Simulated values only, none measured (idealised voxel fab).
process module | voxel released beams
cross-section cut | 205 nm wide | cells 5 nm
A cross-section is a grid of square cells, given in bands from the top down. A band is one or more rows of cells.
Each band's line starts with the height of the band's top and of its bottom, in nm. Then come its materials from left to right, each with its width in nm. One material with "throughout" fills the band from edge to edge. "air" is empty space.
Height 0 is the level under which the wafer as received is all one material. The lowest band goes on downwards, as in "0 down".
A width such as "30 to 40" changes by the same amount from each row of cells to the next, from the band's top row to its bottom row.
"no change" after a step means that no cell of the cross-section changed.
closed voids: empty space of 8 cells or more with no open way to the top, each as width x height at its distance from the left edge, in nm
after a step's settings: what the simulator itself notes on the step
overlay nm, on a step with a mask: how far to the right of its planned place the mask lay; to the left if negative
plan
1 op RECEIVE | material Si
2 op CONFORMAL_DEP | material SiN | thk nm 10
3 op DIRECTIONAL_DEP | material SiO2 | thk nm 20
4 op MASKED_ETCH | tone open | mask id ANCHOR | width nm 30 | etch materials SiO2 | depth nm 20 | overlay nm -15
5 op CONFORMAL_DEP | material W | thk nm 10
6 op MASKED_ETCH | tone cover | mask id BEAM | width nm 85 | etch materials W | depth nm 10 | overlay nm 0
7 op STRIP | etch materials SiO2
varied across the wafers: overlay nm of step 4. The plan shows the first wafer's value. All wafers start alike
first wafer as received, after step 1
  0 down: Si throughout
  closed voids: none
each wafer at the end: cells of each material gained (+) or lost (-) since it was received, then its closed voids
overlay nm -15 | +82 SiN | +50 W | closed voids: none
overlay nm -10 | +82 SiN | +50 W | closed voids: none
overlay nm -5 | +82 SiN | +50 W | closed voids: none
overlay nm 0 | +82 SiN | +50 W | closed voids: none
overlay nm 5 | +82 SiN | +50 W | closed voids: none
overlay nm 10 | +82 SiN | +50 W | closed voids: none
overlay nm 15 | +82 SiN | +50 W | closed voids: none
